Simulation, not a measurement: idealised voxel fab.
Proc. module: voxel wiring stack
Square cell edge 5 nm, section width 280 nm, ID cut.
Cross-section format: a grid of square cells, given as bands from top to bottom; each band is one or more rows of cells.
Band: top and bottom heights (nm) first, top before bottom; then materials from left to right, widths in nm. "full width" marks a sole material filling the band edge to edge. "air" denotes empty space.
It should be noted that heights are counted from 0, beneath which the wafer as supplied is of one material throughout, and that the lowest band possesses no lower boundary but continues downward, as written in "0 nm and below".
A width such as "30..40" changes by the same amount from each row of cells to the next, from the band's top row to its bottom row.
For the purposes of this document, the phrase "no alteration" attached to a step denotes that no cell within the cross-section was modified by that step.
"Fully enclosed voids" - sealed voids, min. 8 cells, no opening to top; format: width x height at distance (distance from left edge; nm throughout).
Post-settings text on a step line: simulator's own remark regarding the step.
"overlay nm", when on a step's line for a step with a mask, measures how far to the right of its planned place the mask lay; a negative measure means to the left.

**Process steps (planned)**
| 1 | RECEIVE [material Si] |
| 2 | CONFORMAL_DEP [material SiO2] [thk nm 10] |
| 3 | CONFORMAL_DEP [material SiN] [thk nm 5] |
| 4 | DIRECTIONAL_DEP [material lowk] [thk nm 25] |
| 5 | PATTERN [tone open] [mask id METAL_1] [material resist] [width nm 30] [pitch nm 60] [thk nm 15] [overlay nm 0] |
| 6 | DIRECTIONAL_ETCH [etch materials lowk] [depth nm 25] |
| 7 | DIRECTIONAL_ETCH [etch materials SiN] [depth nm 5] |
| 8 | STRIP [etch materials resist] |
| 9 | CONFORMAL_DEP [material TiN] [thk nm 5] |
| 10 | FILL_DEP [material W] [thk nm 5] |
| 11 | CMP [height nm 40] |
| 12 | CONFORMAL_DEP [material SiCN] [thk nm 5] |
| 13 | DIRECTIONAL_DEP [material lowk] [thk nm 20] |
| 14 | DIRECTIONAL_DEP [material aC] [thk nm 15] |
| 15 | PATTERN [tone open] [mask id PLUG_1] [material resist] [width nm 15] [pitch nm 120] [thk nm 30] [overlay nm 0] |
| 16 | DIRECTIONAL_ETCH [etch materials aC] [depth nm 15] |
| 17 | STRIP [etch materials resist] |
| 18 | DIRECTIONAL_ETCH [etch materials lowk] [depth nm 20] |
| 19 | DIRECTIONAL_ETCH [etch materials SiCN] [depth nm 5] |
| 20 | STRIP [etch materials aC] |
| 21 | EPI [material Ru] [thk nm 10] |
| 22 | EPI [material Ru] [thk nm 10] |
| 23 | EPI [material Ru] [thk nm 5] |
| 24 | CONFORMAL_DEP [material SiCN] [thk nm 5] |
| 25 | DIRECTIONAL_DEP [material lowk] [thk nm 25] |
| 26 | MASKED_ETCH [tone open] [mask id METAL_2] [width nm 30] [pitch nm 60] [etch materials lowk] [depth nm 25] [overlay nm 0] |
| 27 | MASKED_ETCH [tone open] [mask id METAL_2] [width nm 30] [pitch nm 60] [etch materials SiCN] [depth nm 5] [overlay nm 0] |
| 28 | CONFORMAL_DEP [material TiN] [thk nm 5] |
| 29 | FILL_DEP [material Cu] [thk nm 10] |
| 30 | CMP [height nm 95] |
| 31 | CONFORMAL_DEP [material SiCN] [thk nm 5] |
| 32 | DIRECTIONAL_DEP [material SiO2] [thk nm 35] |
| 33 | DIRECTIONAL_DEP [material aC] [thk nm 10] |
| 34 | PATTERN [tone open] [mask id METAL_3] [material resist] [width nm 30] [pitch nm 60] [thk nm 30] [overlay nm 0] |
| 35 | DIRECTIONAL_ETCH [etch materials aC] [depth nm 10] |
| 36 | STRIP [etch materials resist] |
| 37 | DIRECTIONAL_ETCH [etch materials SiO2] [depth nm 20] |
| 38 | STRIP [etch materials aC] |
| 39 | PATTERN [tone open] [mask id METAL_3_HOLES] [material resist] [width nm 15] [pitch nm 120] [thk nm 15] [overlay nm 0] |
| 40 | DIRECTIONAL_ETCH [etch materials SiO2] [depth nm 15] |
| 41 | DIRECTIONAL_ETCH [etch materials SiCN] [depth nm 5] |
| 42 | STRIP [etch materials resist] |
| 43 | CONFORMAL_DEP [material TiN] [thk nm 5] |
| 44 | FILL_DEP [material Cu] [thk nm 10] |
| 45 | CMP [height nm 135] |
| 46 | CONFORMAL_DEP [material SiN] [thk nm 5] |

**Run as planned: first of two wafers**

**Cross-section of the incoming wafer, state after step 1**
  0 nm and below = Si full width
  Fully enclosed voids: none

**Wafer after step 2 (cross-section)**
  10 nm to 0 nm = SiO2 full width
  Unchanged below 0.

**Wafer after step 3 (cross-section)**
  15 nm to 10 nm = SiN full width
  Unchanged below 10.

**Wafer after step 4 (cross-section)**
  40 nm to 15 nm = lowk full width
  Unchanged below 15.

**Wafer after step 5 (cross-section)**
  55 nm to 40 nm = 65 resist | 30 air | 30 resist | 30 air | 30 resist | 30 air | 65 resist
  Unchanged below 40.

**Wafer after step 6 (cross-section)**
  55 nm to 40 nm = 65 resist | 30 air | 30 resist | 30 air | 30 resist | 30 air | 65 resist
  40 nm to 15 nm = 65 lowk | 30 air | 30 lowk | 30 air | 30 lowk | 30 air | 65 lowk
  Unchanged below 15.

**Wafer after step 7 (cross-section)**
  55 nm to 40 nm = 65 resist | 30 air | 30 resist | 30 air | 30 resist | 30 air | 65 resist
  40 nm to 15 nm = 65 lowk | 30 air | 30 lowk | 30 air | 30 lowk | 30 air | 65 lowk
  15 nm to 10 nm = 65 SiN | 30 air | 30 SiN | 30 air | 30 SiN | 30 air | 65 SiN
  Unchanged below 10.

**Wafer after step 8 (cross-section)**
  40 nm to 15 nm = 65 lowk | 30 air | 30 lowk | 30 air | 30 lowk | 30 air | 65 lowk
  Unchanged below 15.

**Wafer after step 9 (cross-section)**
  45 nm to 40 nm = 70 TiN | 20 air | 40 TiN | 20 air | 40 TiN | 20 air | 70 TiN
  40 nm to 15 nm = 65 lowk | 5 TiN | 20 air | 5 TiN | 30 lowk | 5 TiN | 20 air | 5 TiN | 30 lowk | 5 TiN | 20 air | 5 TiN | 65 lowk
  15 nm to 10 nm = 65 SiN | 30 TiN | 30 SiN | 30 TiN | 30 SiN | 30 TiN | 65 SiN
  Unchanged below 10.

**Wafer after step 10 (cross-section)**
  50 nm to 45 nm = W full width
  45 nm to 40 nm = 70 TiN | 20 W | 40 TiN | 20 W | 40 TiN | 20 W | 70 TiN
  40 nm to 15 nm = 65 lowk | 5 TiN | 20 W | 5 TiN | 30 lowk | 5 TiN | 20 W | 5 TiN | 30 lowk | 5 TiN | 20 W | 5 TiN | 65 lowk
  Unchanged below 15.

**Wafer after step 11 (cross-section)**
  40 nm to 15 nm = 65 lowk | 5 TiN | 20 W | 5 TiN | 30 lowk | 5 TiN | 20 W | 5 TiN | 30 lowk | 5 TiN | 20 W | 5 TiN | 65 lowk
  Unchanged below 15.

**Wafer after step 12 (cross-section)**
  45 nm to 40 nm = SiCN full width
  Unchanged below 40.

**Wafer after step 13 (cross-section)**
  65 nm to 45 nm = lowk full width
  Unchanged below 45.

**Wafer after step 14 (cross-section)**
  80 nm to 65 nm = aC full width
  Unchanged below 65.

**Wafer after step 15 (cross-section)**
  110 nm to 80 nm = 65 resist | 15 air | 105 resist | 15 air | 80 resist
  Unchanged below 80.

**Wafer after step 16 (cross-section)**
  95 nm to 80 nm = 65 resist | 15 air | 105 resist | 15 air | 80 resist
  80 nm to 65 nm = 65 aC | 15 air | 105 aC | 15 air | 80 aC
  Unchanged below 65.

**Wafer after step 17 (cross-section)**
  80 nm to 65 nm = 65 aC | 15 air | 105 aC | 15 air | 80 aC
  Unchanged below 65.

**Wafer after step 18 (cross-section)**
  80 nm to 65 nm = 65 aC | 15 air | 105 aC | 15 air | 80 aC
  65 nm to 45 nm = 65 lowk | 15 air | 105 lowk | 15 air | 80 lowk
  Unchanged below 45.

**Wafer after step 19 (cross-section)**
  80 nm to 65 nm = 65 aC | 15 air | 105 aC | 15 air | 80 aC
  65 nm to 45 nm = 65 lowk | 15 air | 105 lowk | 15 air | 80 lowk
  45 nm to 40 nm = 65 SiCN | 15 air | 105 SiCN | 15 air | 80 SiCN
  Unchanged below 40.

**Wafer after step 20 (cross-section)**
  65 nm to 45 nm = 65 lowk | 15 air | 105 lowk | 15 air | 80 lowk
  Unchanged below 45.

**Wafer after step 21 (cross-section)**
  65 nm to 50 nm = 65 lowk | 15 air | 105 lowk | 15 air | 80 lowk
  50 nm to 45 nm = 65 lowk | 15 Ru | 105 lowk | 15 Ru | 80 lowk
  45 nm to 40 nm = 65 SiCN | 15 Ru | 105 SiCN | 15 Ru | 80 SiCN
  Unchanged below 40.

**Wafer after step 22 (cross-section)**
  65 nm to 60 nm = 65 lowk | 15 air | 105 lowk | 15 air | 80 lowk
  60 nm to 45 nm = 65 lowk | 15 Ru | 105 lowk | 15 Ru | 80 lowk
  Unchanged below 45.

**Wafer after step 23 (cross-section)**
  65 nm to 45 nm = 65 lowk | 15 Ru | 105 lowk | 15 Ru | 80 lowk
  Unchanged below 45.

**Wafer after step 24 (cross-section)**
  70 nm to 65 nm = SiCN full width
  Unchanged below 65.

**Wafer after step 25 (cross-section)**
  95 nm to 70 nm = lowk full width
  Unchanged below 70.

**Wafer after step 26 (cross-section)**
  95 nm to 70 nm = 65 lowk | 30 air | 30 lowk | 30 air | 30 lowk | 30 air | 65 lowk
  Unchanged below 70.

**Wafer after step 27 (cross-section)**
  95 nm to 70 nm = 65 lowk | 30 air | 30 lowk | 30 air | 30 lowk | 30 air | 65 lowk
  70 nm to 65 nm = 65 SiCN | 30 air | 30 SiCN | 30 air | 30 SiCN | 30 air | 65 SiCN
  Unchanged below 65.

**Wafer after step 28 (cross-section)**
  100 nm to 95 nm = 70 TiN | 20 air | 40 TiN | 20 air | 40 TiN | 20 air | 70 TiN
  95 nm to 70 nm = 65 lowk | 5 TiN | 20 air | 5 TiN | 30 lowk | 5 TiN | 20 air | 5 TiN | 30 lowk | 5 TiN | 20 air | 5 TiN | 65 lowk
  70 nm to 65 nm = 65 SiCN | 30 TiN | 30 SiCN | 30 TiN | 30 SiCN | 30 TiN | 65 SiCN
  Unchanged below 65.

**Wafer after step 29 (cross-section)**
  110 nm to 100 nm = Cu full width
  100 nm to 95 nm = 70 TiN | 20 Cu | 40 TiN | 20 Cu | 40 TiN | 20 Cu | 70 TiN
  95 nm to 70 nm = 65 lowk | 5 TiN | 20 Cu | 5 TiN | 30 lowk | 5 TiN | 20 Cu | 5 TiN | 30 lowk | 5 TiN | 20 Cu | 5 TiN | 65 lowk
  Unchanged below 70.

**Wafer after step 30 (cross-section)**
  95 nm to 70 nm = 65 lowk | 5 TiN | 20 Cu | 5 TiN | 30 lowk | 5 TiN | 20 Cu | 5 TiN | 30 lowk | 5 TiN | 20 Cu | 5 TiN | 65 lowk
  Unchanged below 70.

**Wafer after step 31 (cross-section)**
  100 nm to 95 nm = SiCN full width
  Unchanged below 95.

**Wafer after step 32 (cross-section)**
  135 nm to 100 nm = SiO2 full width
  Unchanged below 100.

**Wafer after step 33 (cross-section)**
  145 nm to 135 nm = aC full width
  Unchanged below 135.

**Wafer after step 34 (cross-section)**
  175 nm to 145 nm = 65 resist | 30 air | 30 resist | 30 air | 30 resist | 30 air | 65 resist
  Unchanged below 145.

**Wafer after step 35 (cross-section)**
  165 nm to 145 nm = 65 resist | 30 air | 30 resist | 30 air | 30 resist | 30 air | 65 resist
  145 nm to 135 nm = 65 aC | 30 air | 30 aC | 30 air | 30 aC | 30 air | 65 aC
  Unchanged below 135.

**Wafer after step 36 (cross-section)**
  145 nm to 135 nm = 65 aC | 30 air | 30 aC | 30 air | 30 aC | 30 air | 65 aC
  Unchanged below 135.

**Wafer after step 37 (cross-section)**
  145 nm to 135 nm = 65 aC | 30 air | 30 aC | 30 air | 30 aC | 30 air | 65 aC
  135 nm to 115 nm = 65 SiO2 | 30 air | 30 SiO2 | 30 air | 30 SiO2 | 30 air | 65 SiO2
  Unchanged below 115.

**Wafer after step 38 (cross-section)**
  135 nm to 115 nm = 65 SiO2 | 30 air | 30 SiO2 | 30 air | 30 SiO2 | 30 air | 65 SiO2
  Unchanged below 115.

**Wafer after step 39 (cross-section)**
  150 nm to 135 nm = 65 resist | 15 air | 105 resist | 15 air | 80 resist
  135 nm to 115 nm = 65 SiO2 | 15 air | 15 resist | 30 SiO2 | 30 resist | 30 SiO2 | 15 air | 15 resist | 65 SiO2
  Unchanged below 115.

**Wafer after step 40 (cross-section)**
  150 nm to 135 nm = 65 resist | 15 air | 105 resist | 15 air | 80 resist
  135 nm to 115 nm = 65 SiO2 | 15 air | 15 resist | 30 SiO2 | 30 resist | 30 SiO2 | 15 air | 15 resist | 65 SiO2
  115 nm to 100 nm = 65 SiO2 | 15 air | 105 SiO2 | 15 air | 80 SiO2
  Unchanged below 100.

**Wafer after step 41 (cross-section)**
  150 nm to 135 nm = 65 resist | 15 air | 105 resist | 15 air | 80 resist
  135 nm to 115 nm = 65 SiO2 | 15 air | 15 resist | 30 SiO2 | 30 resist | 30 SiO2 | 15 air | 15 resist | 65 SiO2
  115 nm to 100 nm = 65 SiO2 | 15 air | 105 SiO2 | 15 air | 80 SiO2
  100 nm to 95 nm = 65 SiCN | 15 air | 105 SiCN | 15 air | 80 SiCN
  Unchanged below 95.

**Wafer after step 42 (cross-section)**
  135 nm to 115 nm = 65 SiO2 | 30 air | 30 SiO2 | 30 air | 30 SiO2 | 30 air | 65 SiO2
  Unchanged below 115.

**Wafer after step 43 (cross-section)**
  140 nm to 135 nm = 70 TiN | 20 air | 40 TiN | 20 air | 40 TiN | 20 air | 70 TiN
  135 nm to 120 nm = 65 SiO2 | 5 TiN | 20 air | 5 TiN | 30 SiO2 | 5 TiN | 20 air | 5 TiN | 30 SiO2 | 5 TiN | 20 air | 5 TiN | 65 SiO2
  120 nm to 115 nm = 65 SiO2 | 5 TiN | 5 air | 20 TiN | 30 SiO2 | 30 TiN | 30 SiO2 | 5 TiN | 5 air | 20 TiN | 65 SiO2
  115 nm to 100 nm = 65 SiO2 | 5 TiN | 5 air | 5 TiN | 105 SiO2 | 5 TiN | 5 air | 5 TiN | 80 SiO2
  100 nm to 95 nm = 65 SiCN | 15 TiN | 105 SiCN | 15 TiN | 80 SiCN
  Unchanged below 95.

**Wafer after step 44 (cross-section)**
  150 nm to 140 nm = Cu full width
  140 nm to 135 nm = 70 TiN | 20 Cu | 40 TiN | 20 Cu | 40 TiN | 20 Cu | 70 TiN
  135 nm to 120 nm = 65 SiO2 | 5 TiN | 20 Cu | 5 TiN | 30 SiO2 | 5 TiN | 20 Cu | 5 TiN | 30 SiO2 | 5 TiN | 20 Cu | 5 TiN | 65 SiO2
  120 nm to 115 nm = 65 SiO2 | 5 TiN | 5 Cu | 20 TiN | 30 SiO2 | 30 TiN | 30 SiO2 | 5 TiN | 5 Cu | 20 TiN | 65 SiO2
  115 nm to 100 nm = 65 SiO2 | 5 TiN | 5 Cu | 5 TiN | 105 SiO2 | 5 TiN | 5 Cu | 5 TiN | 80 SiO2
  Unchanged below 100.

**Wafer after step 45 (cross-section)**
  135 nm to 120 nm = 65 SiO2 | 5 TiN | 20 Cu | 5 TiN | 30 SiO2 | 5 TiN | 20 Cu | 5 TiN | 30 SiO2 | 5 TiN | 20 Cu | 5 TiN | 65 SiO2
  Unchanged below 120.

**Wafer after step 46 (cross-section)**
  140 nm to 135 nm = SiN full width
  Unchanged below 135.

**Second wafer, same starting conditions and recipe as the first, one mistake in executing it, nothing differs from the first up to and including step 29**

The second wafer cut through, at the time step 30 was supposed to be finished: no alteration

**The second wafer cut through, at the time step 31 was supposed to be finished**
  115 nm to 110 nm = SiCN full width
  Unchanged below 110.

**The second wafer cut through, at the time step 32 was supposed to be finished**
  150 nm to 115 nm = SiO2 full width
  Unchanged below 115.

**The second wafer cut through, at the time step 33 was supposed to be finished**
  160 nm to 150 nm = aC full width
  Unchanged below 150.

**The second wafer cut through, at the time step 34 was supposed to be finished**
  190 nm to 160 nm = 65 resist | 30 air | 30 resist | 30 air | 30 resist | 30 air | 65 resist
  Unchanged below 160.

**The second wafer cut through, at the time step 35 was supposed to be finished**
  180 nm to 160 nm = 65 resist | 30 air | 30 resist | 30 air | 30 resist | 30 air | 65 resist
  160 nm to 150 nm = 65 aC | 30 air | 30 aC | 30 air | 30 aC | 30 air | 65 aC
  Unchanged below 150.

**The second wafer cut through, at the time step 36 was supposed to be finished**
  160 nm to 150 nm = 65 aC | 30 air | 30 aC | 30 air | 30 aC | 30 air | 65 aC
  Unchanged below 150.

**The second wafer cut through, at the time step 37 was supposed to be finished**
  160 nm to 150 nm = 65 aC | 30 air | 30 aC | 30 air | 30 aC | 30 air | 65 aC
  150 nm to 130 nm = 65 SiO2 | 30 air | 30 SiO2 | 30 air | 30 SiO2 | 30 air | 65 SiO2
  Unchanged below 130.

**The second wafer cut through, at the time step 38 was supposed to be finished**
  150 nm to 130 nm = 65 SiO2 | 30 air | 30 SiO2 | 30 air | 30 SiO2 | 30 air | 65 SiO2
  Unchanged below 130.

**The second wafer cut through, at the time step 39 was supposed to be finished**
  165 nm to 150 nm = 65 resist | 15 air | 105 resist | 15 air | 80 resist
  150 nm to 130 nm = 65 SiO2 | 15 air | 15 resist | 30 SiO2 | 30 resist | 30 SiO2 | 15 air | 15 resist | 65 SiO2
  Unchanged below 130.

**The second wafer cut through, at the time step 40 was supposed to be finished**
  165 nm to 150 nm = 65 resist | 15 air | 105 resist | 15 air | 80 resist
  150 nm to 130 nm = 65 SiO2 | 15 air | 15 resist | 30 SiO2 | 30 resist | 30 SiO2 | 15 air | 15 resist | 65 SiO2
  130 nm to 115 nm = 65 SiO2 | 15 air | 105 SiO2 | 15 air | 80 SiO2
  Unchanged below 115.

**The second wafer cut through, at the time step 41 was supposed to be finished**
  165 nm to 150 nm = 65 resist | 15 air | 105 resist | 15 air | 80 resist
  150 nm to 130 nm = 65 SiO2 | 15 air | 15 resist | 30 SiO2 | 30 resist | 30 SiO2 | 15 air | 15 resist | 65 SiO2
  130 nm to 115 nm = 65 SiO2 | 15 air | 105 SiO2 | 15 air | 80 SiO2
  115 nm to 110 nm = 65 SiCN | 15 air | 105 SiCN | 15 air | 80 SiCN
  Unchanged below 110.

**The second wafer cut through, at the time step 42 was supposed to be finished**
  150 nm to 130 nm = 65 SiO2 | 30 air | 30 SiO2 | 30 air | 30 SiO2 | 30 air | 65 SiO2
  Unchanged below 130.

**The second wafer cut through, at the time step 43 was supposed to be finished**
  155 nm to 150 nm = 70 TiN | 20 air | 40 TiN | 20 air | 40 TiN | 20 air | 70 TiN
  150 nm to 135 nm = 65 SiO2 | 5 TiN | 20 air | 5 TiN | 30 SiO2 | 5 TiN | 20 air | 5 TiN | 30 SiO2 | 5 TiN | 20 air | 5 TiN | 65 SiO2
  135 nm to 130 nm = 65 SiO2 | 5 TiN | 5 air | 20 TiN | 30 SiO2 | 30 TiN | 30 SiO2 | 5 TiN | 5 air | 20 TiN | 65 SiO2
  130 nm to 115 nm = 65 SiO2 | 5 TiN | 5 air | 5 TiN | 105 SiO2 | 5 TiN | 5 air | 5 TiN | 80 SiO2
  115 nm to 110 nm = 65 SiCN | 15 TiN | 105 SiCN | 15 TiN | 80 SiCN
  Unchanged below 110.

**The second wafer cut through, at the time step 44 was supposed to be finished**
  165 nm to 155 nm = Cu full width
  155 nm to 150 nm = 70 TiN | 20 Cu | 40 TiN | 20 Cu | 40 TiN | 20 Cu | 70 TiN
  150 nm to 135 nm = 65 SiO2 | 5 TiN | 20 Cu | 5 TiN | 30 SiO2 | 5 TiN | 20 Cu | 5 TiN | 30 SiO2 | 5 TiN | 20 Cu | 5 TiN | 65 SiO2
  135 nm to 130 nm = 65 SiO2 | 5 TiN | 5 Cu | 20 TiN | 30 SiO2 | 30 TiN | 30 SiO2 | 5 TiN | 5 Cu | 20 TiN | 65 SiO2
  130 nm to 115 nm = 65 SiO2 | 5 TiN | 5 Cu | 5 TiN | 105 SiO2 | 5 TiN | 5 Cu | 5 TiN | 80 SiO2
  Unchanged below 115.

**The second wafer cut through, at the time step 45 was supposed to be finished**
  135 nm to 130 nm = 65 SiO2 | 5 TiN | 5 Cu | 20 TiN | 30 SiO2 | 30 TiN | 30 SiO2 | 5 TiN | 5 Cu | 20 TiN | 65 SiO2
  Unchanged below 130.

**The second wafer cut through, at the time step 46 was supposed to be finished**
  140 nm to 135 nm = SiN full width
  Unchanged below 135.
Error vs. plan: step 30 of the plan was excluded from execution and never run
Final tally in cells, some materials are higher or lower on the second wafer than on the first: Cu +88 | SiO2 -114 | TiN +26
